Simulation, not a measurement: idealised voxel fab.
process module | voxel tone inversion
cross-section cut | 175 nm wide | cells 5 nm
A cross-section is a grid of square cells, given in bands from the top down. A band is one or more rows of cells.
Each band's line starts with the height of the band's top and of its bottom, in nm. Then come its materials from left to right, each with its width in nm. One material with "throughout" fills the band from edge to edge. "air" is empty space.
Height 0 is the level under which the wafer as received is all one material. The lowest band goes on downwards, as in "0 down".
A width such as "30 to 40" changes by the same amount from each row of cells to the next, from the band's top row to its bottom row.
"no change" after a step means that no cell of the cross-section changed.
closed voids: empty space of 8 cells or more with no open way to the top, each as width x height at its distance from the left edge, in nm
after a step's settings: what the simulator itself notes on the step
overlay nm, on a step with a mask: how far to the right of its planned place the mask lay; to the left if negative
plan
1 op RECEIVE | material Si
2 op CONFORMAL_DEP | material SiCN | thk nm 10
3 op DIRECTIONAL_DEP | material polySi | thk nm 25
4 op PATTERN | tone cover | mask id POSTS | material resist | width nm 25 | pitch nm 50 | thk nm 35 | overlay nm 0
5 op DIRECTIONAL_ETCH | etch materials polySi | depth nm 25
6 op STRIP | etch materials resist
7 op FILL_DEP | material SiO2 | thk nm 10
8 op CMP | height nm 35
9 op STRIP | etch materials polySi
10 op CONFORMAL_DEP | material TiN | thk nm 5
11 op FILL_DEP | material Cu | thk nm 10
12 op CMP | height nm 35
13 op CONFORMAL_DEP | material SiCN | thk nm 5
first wafer, as planned
as received, after step 1
  0 down: Si throughout
  closed voids: none
after step 2
  10 to 0: SiCN throughout
  below 0: unchanged
after step 3
  35 to 10: polySi throughout
  below 10: unchanged
after step 4
  70 to 35: air 25 | resist 25 | air 25 | resist 25 | air 25 | resist 25 | air 25
  below 35: unchanged
after step 5
  70 to 35: air 25 | resist 25 | air 25 | resist 25 | air 25 | resist 25 | air 25
  35 to 10: air 25 | polySi 25 | air 25 | polySi 25 | air 25 | polySi 25 | air 25
  below 10: unchanged
after step 6
  35 to 10: air 25 | polySi 25 | air 25 | polySi 25 | air 25 | polySi 25 | air 25
  below 10: unchanged
after step 7
  45 to 35: SiO2 throughout
  35 to 10: SiO2 25 | polySi 25 | SiO2 25 | polySi 25 | SiO2 25 | polySi 25 | SiO2 25
  below 10: unchanged
after step 8
  35 to 10: SiO2 25 | polySi 25 | SiO2 25 | polySi 25 | SiO2 25 | polySi 25 | SiO2 25
  below 10: unchanged
after step 9
  35 to 10: SiO2 25 | air 25 | SiO2 25 | air 25 | SiO2 25 | air 25 | SiO2 25
  below 10: unchanged
after step 10
  40 to 35: TiN 30 | air 15 | TiN 35 | air 15 | TiN 35 | air 15 | TiN 30
  35 to 15: SiO2 25 | TiN 5 | air 15 | TiN 5 | SiO2 25 | TiN 5 | air 15 | TiN 5 | SiO2 25 | TiN 5 | air 15 | TiN 5 | SiO2 25
  15 to 10: SiO2 25 | TiN 25 | SiO2 25 | TiN 25 | SiO2 25 | TiN 25 | SiO2 25
  below 10: unchanged
after step 11
  50 to 40: Cu throughout
  40 to 35: TiN 30 | Cu 15 | TiN 35 | Cu 15 | TiN 35 | Cu 15 | TiN 30
  35 to 15: SiO2 25 | TiN 5 | Cu 15 | TiN 5 | SiO2 25 | TiN 5 | Cu 15 | TiN 5 | SiO2 25 | TiN 5 | Cu 15 | TiN 5 | SiO2 25
  below 15: unchanged
after step 12
  35 to 15: SiO2 25 | TiN 5 | Cu 15 | TiN 5 | SiO2 25 | TiN 5 | Cu 15 | TiN 5 | SiO2 25 | TiN 5 | Cu 15 | TiN 5 | SiO2 25
  below 15: unchanged
after step 13
  40 to 35: SiCN throughout
  below 35: unchanged
second wafer: like start, like plan, one mistake. Through step 3 it matches the first wafer
when step 4 should have ended
  70 to 35: resist 25 | air 25 | resist 25 | air 25 | resist 25 | air 25 | resist 25
  below 35: unchanged
when step 5 should have ended
  70 to 35: resist 25 | air 25 | resist 25 | air 25 | resist 25 | air 25 | resist 25
  35 to 10: polySi 25 | air 25 | polySi 25 | air 25 | polySi 25 | air 25 | polySi 25
  below 10: unchanged
when step 6 should have ended
  35 to 10: polySi 25 | air 25 | polySi 25 | air 25 | polySi 25 | air 25 | polySi 25
  below 10: unchanged
when step 7 should have ended
  45 to 35: SiO2 throughout
  35 to 10: polySi 25 | SiO2 25 | polySi 25 | SiO2 25 | polySi 25 | SiO2 25 | polySi 25
  below 10: unchanged
when step 8 should have ended
  35 to 10: polySi 25 | SiO2 25 | polySi 25 | SiO2 25 | polySi 25 | SiO2 25 | polySi 25
  below 10: unchanged
when step 9 should have ended
  35 to 10: air 25 | SiO2 25 | air 25 | SiO2 25 | air 25 | SiO2 25 | air 25
  below 10: unchanged
when step 10 should have ended
  40 to 35: air 20 | TiN 35 | air 15 | TiN 35 | air 15 | TiN 35 | air 20
  35 to 15: air 20 | TiN 5 | SiO2 25 | TiN 5 | air 15 | TiN 5 | SiO2 25 | TiN 5 | air 15 | TiN 5 | SiO2 25 | TiN 5 | air 20
  15 to 10: TiN 25 | SiO2 25 | TiN 25 | SiO2 25 | TiN 25 | SiO2 25 | TiN 25
  below 10: unchanged
when step 11 should have ended
  50 to 40: Cu throughout
  40 to 35: Cu 20 | TiN 35 | Cu 15 | TiN 35 | Cu 15 | TiN 35 | Cu 20
  35 to 15: Cu 20 | TiN 5 | SiO2 25 | TiN 5 | Cu 15 | TiN 5 | SiO2 25 | TiN 5 | Cu 15 | TiN 5 | SiO2 25 | TiN 5 | Cu 20
  below 15: unchanged
when step 12 should have ended
  35 to 15: Cu 20 | TiN 5 | SiO2 25 | TiN 5 | Cu 15 | TiN 5 | SiO2 25 | TiN 5 | Cu 15 | TiN 5 | SiO2 25 | TiN 5 | Cu 20
  below 15: unchanged
when step 13 should have ended
  40 to 35: SiCN throughout
  below 35: unchanged
what went wrong: step 4 ran as: op PATTERN | tone open | mask id POSTS | material resist | width nm 25 | pitch nm 50 | thk nm 35 | overlay nm 0
at the end the second wafer has, in cells: 20 more of Cu | 25 fewer of SiO2 | 5 more of TiN
